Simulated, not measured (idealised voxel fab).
Module name: voxel plated lines (process module)
255 nm wide, 5 nm square cells: that's cross-section cut.
Reading order for cross-sections: top band down to bottom band. Underlying form: a grid of square cells. Band size: one or more rows of cells. For a band, the entry starts with two heights in nm, that of the top and then that of the bottom, and carries on with the band's materials in order from left to right, each alongside its width in nm; the word "edge to edge" beside a single material means it fills the band edge to edge, and "empty" means empty space. Beneath 0, the wafer as received is one material, and that level is where height counting begins. The lowest band goes on downward without a bottom; it is written like "z 0 and below". Note: "30 to 40" means the width goes from the first number (top row of the band) to the second number (bottom row) in equal steps per row of cells. Step note "everything unchanged" = no cross-section cell changed. Reported under the label "Closed internal voids" are the empty spaces having no open way to the top and comprising 8 cells or more; the notation for each is width x height at distance, in which the distance is measured from the left edge and all three values are in nm. after a step's settings: what the simulator itself notes on the step. overlay nm: on a step with a mask, how far right of its planned place the mask lay; negative means left.

# Below is the list of planned process steps
step 1: RECEIVE with material Si
step 2: CONFORMAL_DEP with material Al2O3, thk nm 15
step 3: DIRECTIONAL_DEP with material TiN, thk nm 5
step 4: PATTERN with tone open, mask id LINES, material resist, width nm 15, pitch nm 40, thk nm 30, overlay nm 0
step 5: EPI with material Ru, thk nm 10
step 6: EPI with material Ru, thk nm 5
step 7: STRIP with etch materials resist
step 8: DIRECTIONAL_ETCH with etch materials TiN, depth nm 5
step 9: CONFORMAL_DEP with material SiO2, thk nm 5

# Below: the first of two wafers, run as planned

# Incoming wafer, cross-sectional view, post step 1
- z 0 and below | Si edge to edge
- Closed internal voids: none

# Step 2 done - wafer cross-section
- z 15 to 0 | Al2O3 edge to edge
- Whatever lies below 0 is exactly as it was before.

# Step 3 done - wafer cross-section
- z 20 to 15 | TiN edge to edge
- Whatever lies below 15 is exactly as it was before.

# Step 4 done - wafer cross-section
- z 50 to 20 | 100 nm resist / 15 nm empty / 25 nm resist / 15 nm empty / 100 nm resist
- Whatever lies below 20 is exactly as it was before.

# Step 5 done - wafer cross-section
- z 50 to 30 | 100 nm resist / 15 nm empty / 25 nm resist / 15 nm empty / 100 nm resist
- z 30 to 20 | 100 nm resist / 15 nm Ru / 25 nm resist / 15 nm Ru / 100 nm resist
- Whatever lies below 20 is exactly as it was before.

# Step 6 done - wafer cross-section
- z 50 to 35 | 100 nm resist / 15 nm empty / 25 nm resist / 15 nm empty / 100 nm resist
- z 35 to 20 | 100 nm resist / 15 nm Ru / 25 nm resist / 15 nm Ru / 100 nm resist
- Whatever lies below 20 is exactly as it was before.

# Step 7 done - wafer cross-section
- z 35 to 20 | 100 nm empty / 15 nm Ru / 25 nm empty / 15 nm Ru / 100 nm empty
- Whatever lies below 20 is exactly as it was before.

# Step 8 done - wafer cross-section
- z 35 to 20 | 100 nm empty / 15 nm Ru / 25 nm empty / 15 nm Ru / 100 nm empty
- z 20 to 15 | 100 nm empty / 15 nm TiN / 25 nm empty / 15 nm TiN / 100 nm empty
- Whatever lies below 15 is exactly as it was before.

# Step 9 done - wafer cross-section
- z 40 to 35 | 95 nm empty / 25 nm SiO2 / 15 nm empty / 25 nm SiO2 / 95 nm empty
- z 35 to 20 | 95 nm empty / 5 nm SiO2 / 15 nm Ru / 5 nm SiO2 / 15 nm empty / 5 nm SiO2 / 15 nm Ru / 5 nm SiO2 / 95 nm empty
- z 20 to 15 | 100 nm SiO2 / 15 nm TiN / 25 nm SiO2 / 15 nm TiN / 100 nm SiO2
- Whatever lies below 15 is exactly as it was before.

# second wafer: like start, like plan, one mistake. Through step 1 it matches the first wafer

# Planned end of step 2: second wafer, cross-section
- z 30 to 0 | Al2O3 edge to edge
- Whatever lies below 0 is exactly as it was before.

# Planned end of step 3: second wafer, cross-section
- z 35 to 30 | TiN edge to edge
- Whatever lies below 30 is exactly as it was before.

# Planned end of step 4: second wafer, cross-section
- z 65 to 35 | 100 nm resist / 15 nm empty / 25 nm resist / 15 nm empty / 100 nm resist
- Whatever lies below 35 is exactly as it was before.

# Planned end of step 5: second wafer, cross-section
- z 65 to 45 | 100 nm resist / 15 nm empty / 25 nm resist / 15 nm empty / 100 nm resist
- z 45 to 35 | 100 nm resist / 15 nm Ru / 25 nm resist / 15 nm Ru / 100 nm resist
- Whatever lies below 35 is exactly as it was before.

# Planned end of step 6: second wafer, cross-section
- z 65 to 50 | 100 nm resist / 15 nm empty / 25 nm resist / 15 nm empty / 100 nm resist
- z 50 to 35 | 100 nm resist / 15 nm Ru / 25 nm resist / 15 nm Ru / 100 nm resist
- Whatever lies below 35 is exactly as it was before.

# Planned end of step 7: second wafer, cross-section
- z 50 to 35 | 100 nm empty / 15 nm Ru / 25 nm empty / 15 nm Ru / 100 nm empty
- Whatever lies below 35 is exactly as it was before.

# Planned end of step 8: second wafer, cross-section
- z 50 to 35 | 100 nm empty / 15 nm Ru / 25 nm empty / 15 nm Ru / 100 nm empty
- z 35 to 30 | 100 nm empty / 15 nm TiN / 25 nm empty / 15 nm TiN / 100 nm empty
- Whatever lies below 30 is exactly as it was before.

# Planned end of step 9: second wafer, cross-section
- z 55 to 50 | 95 nm empty / 25 nm SiO2 / 15 nm empty / 25 nm SiO2 / 95 nm empty
- z 50 to 35 | 95 nm empty / 5 nm SiO2 / 15 nm Ru / 5 nm SiO2 / 15 nm empty / 5 nm SiO2 / 15 nm Ru / 5 nm SiO2 / 95 nm empty
- z 35 to 30 | 100 nm SiO2 / 15 nm TiN / 25 nm SiO2 / 15 nm TiN / 100 nm SiO2
- Whatever lies below 30 is exactly as it was before.
Processing error: step 2, plan: ran twice
Counted in cells at the end, the second wafer holds more or fewer of these materials than the first: Al2O3 +153
